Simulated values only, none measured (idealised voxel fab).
Process module heading - voxel gate over fins
The cross-section shown here is cut; it is 215 nm wide and divided into square cells measuring 5 nm on a side.
We lay out every cross-section as a grid of square cells and spell it out in bands from the top down, where one band means one or more rows of cells.
In this notation a band is specified by the heights of its top and bottom, in that order and in nm, after which its materials appear from left to right, each paired with its width in nm. The word "everywhere" attached to a single material means that material fills the band from edge to edge; the word "air" stands for empty space.
Note: height 0 marks the level under which the wafer is uniformly one material as received. Lowest band unbounded below, written "from 0 down".
You'd read "30..40" like this: the band's top row of cells is as wide as the first number, its bottom row is as wide as the second, and going down, every row changes width by the same amount as the row before did.
"remains unaltered" (step): cross-section cells unchanged, all of them.
Heads up: "Closed void register" only lists the empty pockets with no open path to the top that are 8 cells or more, and it writes them as width x height at distance, distance from the left edge, in nm.
Where a step's line continues beyond its settings, the continuation is a remark by the simulator itself on that step.
overlay nm: where the mask lay relative to plan, measured to the right, on steps with a mask; negatives go left.
-- Steps planned for the process
1,RECEIVE,material Si
2,CONFORMAL_DEP,material SiN,thk nm 10
3,DIRECTIONAL_DEP,material aC,thk nm 15
4,PATTERN,tone cover,mask id FINS,material resist,width nm 15,pitch nm 40,thk nm 30,overlay nm 0
5,DIRECTIONAL_ETCH,etch materials aC,depth nm 15
6,STRIP,etch materials resist
7,DIRECTIONAL_ETCH,etch materials SiN,depth nm 10
8,DIRECTIONAL_ETCH,etch materials Si,depth nm 40
9,STRIP,etch materials aC
10,FILL_DEP,material SiO2,thk nm 5
11,CMP,height nm 10
12,SELECTIVE_ETCH,etch materials SiO2,depth nm 25
13,STRIP,etch materials SiN
14,CONFORMAL_DEP,material HfO2,thk nm 5
15,CONFORMAL_DEP,material TiN,thk nm 5
16,CONFORMAL_DEP,material TiAl,thk nm 5
17,CONFORMAL_DEP,material TiN,thk nm 5
18,FILL_DEP,material W,thk nm 15
19,CMP,height nm 30
20,CONFORMAL_DEP,material SiCN,thk nm 10
-- Wafer, first of two, run as planned
-- As received (post step 1): cross-section
	from 0 down = Si everywhere
	Closed void register: none
-- How the wafer stands in section after step 2
	from 10 to 0 = SiN everywhere
	Lower than 0, everything is as it was.
-- How the wafer stands in section after step 3
	from 25 to 10 = aC everywhere
	Lower than 10, everything is as it was.
-- How the wafer stands in section after step 4
	from 55 to 25 = air 60 nm, resist 15 nm, air 25 nm, resist 15 nm, air 25 nm, resist 15 nm, air 60 nm
	Lower than 25, everything is as it was.
-- How the wafer stands in section after step 5
	from 40 to 25 = air 60 nm, resist 15 nm, air 25 nm, resist 15 nm, air 25 nm, resist 15 nm, air 60 nm
	from 25 to 10 = air 60 nm, aC 15 nm, air 25 nm, aC 15 nm, air 25 nm, aC 15 nm, air 60 nm
	Lower than 10, everything is as it was.
-- How the wafer stands in section after step 6
	from 25 to 10 = air 60 nm, aC 15 nm, air 25 nm, aC 15 nm, air 25 nm, aC 15 nm, air 60 nm
	Lower than 10, everything is as it was.
-- How the wafer stands in section after step 7
	from 25 to 10 = air 60 nm, aC 15 nm, air 25 nm, aC 15 nm, air 25 nm, aC 15 nm, air 60 nm
	from 10 to 0 = air 60 nm, SiN 15 nm, air 25 nm, SiN 15 nm, air 25 nm, SiN 15 nm, air 60 nm
	Lower than 0, everything is as it was.
-- How the wafer stands in section after step 8
	from 25 to 10 = air 60 nm, aC 15 nm, air 25 nm, aC 15 nm, air 25 nm, aC 15 nm, air 60 nm
	from 10 to 0 = air 60 nm, SiN 15 nm, air 25 nm, SiN 15 nm, air 25 nm, SiN 15 nm, air 60 nm
	from 0 to -40 = air 60 nm, Si 15 nm, air 25 nm, Si 15 nm, air 25 nm, Si 15 nm, air 60 nm
	Lower than -40, everything is as it was.
-- How the wafer stands in section after step 9
	from 10 to 0 = air 60 nm, SiN 15 nm, air 25 nm, SiN 15 nm, air 25 nm, SiN 15 nm, air 60 nm
	Lower than 0, everything is as it was.
-- How the wafer stands in section after step 10
	from 15 to 10 = SiO2 everywhere
	from 10 to 0 = SiO2 60 nm, SiN 15 nm, SiO2 25 nm, SiN 15 nm, SiO2 25 nm, SiN 15 nm, SiO2 60 nm
	from 0 to -40 = SiO2 60 nm, Si 15 nm, SiO2 25 nm, Si 15 nm, SiO2 25 nm, Si 15 nm, SiO2 60 nm
	Lower than -40, everything is as it was.
-- How the wafer stands in section after step 11
	from 10 to 0 = SiO2 60 nm, SiN 15 nm, SiO2 25 nm, SiN 15 nm, SiO2 25 nm, SiN 15 nm, SiO2 60 nm
	Lower than 0, everything is as it was.
-- How the wafer stands in section after step 12
	from 10 to 0 = air 60 nm, SiN 15 nm, air 25 nm, SiN 15 nm, air 25 nm, SiN 15 nm, air 60 nm
	from 0 to -15 = air 60 nm, Si 15 nm, air 25 nm, Si 15 nm, air 25 nm, Si 15 nm, air 60 nm
	Lower than -15, everything is as it was.
-- How the wafer stands in section after step 13
	from 0 to -15 = air 60 nm, Si 15 nm, air 25 nm, Si 15 nm, air 25 nm, Si 15 nm, air 60 nm
	Lower than -15, everything is as it was.
-- How the wafer stands in section after step 14
	from 5 to 0 = air 55 nm, HfO2 25 nm, air 15 nm, HfO2 25 nm, air 15 nm, HfO2 25 nm, air 55 nm
	from 0 to -10 = air 55 nm, HfO2 5 nm, Si 15 nm, HfO2 5 nm, air 15 nm, HfO2 5 nm, Si 15 nm, HfO2 5 nm, air 15 nm, HfO2 5 nm, Si 15 nm, HfO2 5 nm, air 55 nm
	from -10 to -15 = HfO2 60 nm, Si 15 nm, HfO2 25 nm, Si 15 nm, HfO2 25 nm, Si 15 nm, HfO2 60 nm
	Lower than -15, everything is as it was.
-- How the wafer stands in section after step 15
	from 10 to 5 = air 50 nm, TiN 35 nm, air 5 nm, TiN 35 nm, air 5 nm, TiN 35 nm, air 50 nm
	from 5 to 0 = air 50 nm, TiN 5 nm, HfO2 25 nm, TiN 5 nm, air 5 nm, TiN 5 nm, HfO2 25 nm, TiN 5 nm, air 5 nm, TiN 5 nm, HfO2 25 nm, TiN 5 nm, air 50 nm
	from 0 to -5 = air 50 nm, TiN 5 nm, HfO2 5 nm, Si 15 nm, HfO2 5 nm, TiN 5 nm, air 5 nm, TiN 5 nm, HfO2 5 nm, Si 15 nm, HfO2 5 nm, TiN 5 nm, air 5 nm, TiN 5 nm, HfO2 5 nm, Si 15 nm, HfO2 5 nm, TiN 5 nm, air 50 nm
	from -5 to -10 = TiN 55 nm, HfO2 5 nm, Si 15 nm, HfO2 5 nm, TiN 15 nm, HfO2 5 nm, Si 15 nm, HfO2 5 nm, TiN 15 nm, HfO2 5 nm, Si 15 nm, HfO2 5 nm, TiN 55 nm
	Lower than -10, everything is as it was.
-- How the wafer stands in section after step 16
	from 15 to 10 = air 45 nm, TiAl 125 nm, air 45 nm
	from 10 to 5 = air 45 nm, TiAl 5 nm, TiN 35 nm, TiAl 5 nm, TiN 35 nm, TiAl 5 nm, TiN 35 nm, TiAl 5 nm, air 45 nm
	from 5 to 0 = air 45 nm, TiAl 5 nm, TiN 5 nm, HfO2 25 nm, TiN 5 nm, TiAl 5 nm, TiN 5 nm, HfO2 25 nm, TiN 5 nm, TiAl 5 nm, TiN 5 nm, HfO2 25 nm, TiN 5 nm, TiAl 5 nm, air 45 nm
	from 0 to -5 = TiAl 50 nm, TiN 5 nm, HfO2 5 nm, Si 15 nm, HfO2 5 nm, TiN 5 nm, TiAl 5 nm, TiN 5 nm, HfO2 5 nm, Si 15 nm, HfO2 5 nm, TiN 5 nm, TiAl 5 nm, TiN 5 nm, HfO2 5 nm, Si 15 nm, HfO2 5 nm, TiN 5 nm, TiAl 50 nm
	Lower than -5, everything is as it was.
-- How the wafer stands in section after step 17
	from 20 to 15 = air 40 nm, TiN 135 nm, air 40 nm
	from 15 to 10 = air 40 nm, TiN 5 nm, TiAl 125 nm, TiN 5 nm, air 40 nm
	from 10 to 5 = air 40 nm, TiN 5 nm, TiAl 5 nm, TiN 35 nm, TiAl 5 nm, TiN 35 nm, TiAl 5 nm, TiN 35 nm, TiAl 5 nm, TiN 5 nm, air 40 nm
	from 5 to 0 = TiN 45 nm, TiAl 5 nm, TiN 5 nm, HfO2 25 nm, TiN 5 nm, TiAl 5 nm, TiN 5 nm, HfO2 25 nm, TiN 5 nm, TiAl 5 nm, TiN 5 nm, HfO2 25 nm, TiN 5 nm, TiAl 5 nm, TiN 45 nm
	Lower than 0, everything is as it was.
-- How the wafer stands in section after step 18
	from 35 to 20 = W everywhere
	from 20 to 15 = W 40 nm, TiN 135 nm, W 40 nm
	from 15 to 10 = W 40 nm, TiN 5 nm, TiAl 125 nm, TiN 5 nm, W 40 nm
	from 10 to 5 = W 40 nm, TiN 5 nm, TiAl 5 nm, TiN 35 nm, TiAl 5 nm, TiN 35 nm, TiAl 5 nm, TiN 35 nm, TiAl 5 nm, TiN 5 nm, W 40 nm
	Lower than 5, everything is as it was.
-- How the wafer stands in section after step 19
	from 30 to 20 = W everywhere
	Lower than 20, everything is as it was.
-- How the wafer stands in section after step 20
	from 40 to 30 = SiCN everywhere
	Lower than 30, everything is as it was.
-- The second wafer began exactly as the first did and followed the same plan, but one mistake was made while running it; through step 3 inclusive, the two wafers are identical
-- Cross-section of the second wafer at the time step 4 of the plan should have ended
	from 55 to 25 = resist 60 nm, air 15 nm, resist 25 nm, air 15 nm, resist 25 nm, air 15 nm, resist 60 nm
	Lower than 25, everything is as it was.
-- Cross-section of the second wafer at the time step 5 of the plan should have ended
	from 40 to 25 = resist 60 nm, air 15 nm, resist 25 nm, air 15 nm, resist 25 nm, air 15 nm, resist 60 nm
	from 25 to 10 = aC 60 nm, air 15 nm, aC 25 nm, air 15 nm, aC 25 nm, air 15 nm, aC 60 nm
	Lower than 10, everything is as it was.
-- Cross-section of the second wafer at the time step 6 of the plan should have ended
	from 25 to 10 = aC 60 nm, air 15 nm, aC 25 nm, air 15 nm, aC 25 nm, air 15 nm, aC 60 nm
	Lower than 10, everything is as it was.
-- Cross-section of the second wafer at the time step 7 of the plan should have ended
	from 25 to 10 = aC 60 nm, air 15 nm, aC 25 nm, air 15 nm, aC 25 nm, air 15 nm, aC 60 nm
	from 10 to 0 = SiN 60 nm, air 15 nm, SiN 25 nm, air 15 nm, SiN 25 nm, air 15 nm, SiN 60 nm
	Lower than 0, everything is as it was.
-- Cross-section of the second wafer at the time step 8 of the plan should have ended
	from 25 to 10 = aC 60 nm, air 15 nm, aC 25 nm, air 15 nm, aC 25 nm, air 15 nm, aC 60 nm
	from 10 to 0 = SiN 60 nm, air 15 nm, SiN 25 nm, air 15 nm, SiN 25 nm, air 15 nm, SiN 60 nm
	from 0 to -40 = Si 60 nm, air 15 nm, Si 25 nm, air 15 nm, Si 25 nm, air 15 nm, Si 60 nm
	Lower than -40, everything is as it was.
-- Cross-section of the second wafer at the time step 9 of the plan should have ended
	from 10 to 0 = SiN 60 nm, air 15 nm, SiN 25 nm, air 15 nm, SiN 25 nm, air 15 nm, SiN 60 nm
	Lower than 0, everything is as it was.
-- Cross-section of the second wafer at the time step 10 of the plan should have ended
	from 15 to 10 = SiO2 everywhere
	from 10 to 0 = SiN 60 nm, SiO2 15 nm, SiN 25 nm, SiO2 15 nm, SiN 25 nm, SiO2 15 nm, SiN 60 nm
	from 0 to -40 = Si 60 nm, SiO2 15 nm, Si 25 nm, SiO2 15 nm, Si 25 nm, SiO2 15 nm, Si 60 nm
	Lower than -40, everything is as it was.
-- Cross-section of the second wafer at the time step 11 of the plan should have ended
	from 10 to 0 = SiN 60 nm, SiO2 15 nm, SiN 25 nm, SiO2 15 nm, SiN 25 nm, SiO2 15 nm, SiN 60 nm
	Lower than 0, everything is as it was.
-- Cross-section of the second wafer at the time step 12 of the plan should have ended
	from 10 to 0 = SiN 60 nm, air 15 nm, SiN 25 nm, air 15 nm, SiN 25 nm, air 15 nm, SiN 60 nm
	from 0 to -15 = Si 60 nm, air 15 nm, Si 25 nm, air 15 nm, Si 25 nm, air 15 nm, Si 60 nm
	Lower than -15, everything is as it was.
-- Cross-section of the second wafer at the time step 13 of the plan should have ended
	from 0 to -15 = Si 60 nm, air 15 nm, Si 25 nm, air 15 nm, Si 25 nm, air 15 nm, Si 60 nm
	Lower than -15, everything is as it was.
-- Cross-section of the second wafer at the time step 14 of the plan should have ended
	from 5 to 0 = HfO2 65 nm, air 5 nm, HfO2 35 nm, air 5 nm, HfO2 35 nm, air 5 nm, HfO2 65 nm
	from 0 to -10 = Si 60 nm, HfO2 5 nm, air 5 nm, HfO2 5 nm, Si 25 nm, HfO2 5 nm, air 5 nm, HfO2 5 nm, Si 25 nm, HfO2 5 nm, air 5 nm, HfO2 5 nm, Si 60 nm
	from -10 to -15 = Si 60 nm, HfO2 15 nm, Si 25 nm, HfO2 15 nm, Si 25 nm, HfO2 15 nm, Si 60 nm
	Lower than -15, everything is as it was.
-- Cross-section of the second wafer at the time step 15 of the plan should have ended
	from 10 to 5 = TiN everywhere
	from 5 to 0 = HfO2 65 nm, TiN 5 nm, HfO2 35 nm, TiN 5 nm, HfO2 35 nm, TiN 5 nm, HfO2 65 nm
	from 0 to -10 = Si 60 nm, HfO2 5 nm, TiN 5 nm, HfO2 5 nm, Si 25 nm, HfO2 5 nm, TiN 5 nm, HfO2 5 nm, Si 25 nm, HfO2 5 nm, TiN 5 nm, HfO2 5 nm, Si 60 nm
	Lower than -10, everything is as it was.
-- Cross-section of the second wafer at the time step 16 of the plan should have ended
	from 15 to 10 = TiAl everywhere
	Lower than 10, everything is as it was.
-- Cross-section of the second wafer at the time step 17 of the plan should have ended
	from 20 to 15 = TiN everywhere
	Lower than 15, everything is as it was.
-- Cross-section of the second wafer at the time step 18 of the plan should have ended
	from 35 to 20 = W everywhere
	Lower than 20, everything is as it was.
-- Cross-section of the second wafer at the time step 19 of the plan should have ended
	from 30 to 20 = W everywhere
	Lower than 20, everything is as it was.
-- Cross-section of the second wafer at the time step 20 of the plan should have ended
	from 40 to 30 = SiCN everywhere
	Lower than 30, everything is as it was.
Short version of what went wrong: step 4 changed vs plan, executed as PATTERN,tone open,mask id FINS,material resist,width nm 15,pitch nm 40,thk nm 30,overlay nm 0
Wrapping up, a cell-based count of both wafers puts the second over or under the first for these materials: +200 Si | -125 SiO2 | -12 TiAl | -15 TiN | -48 W
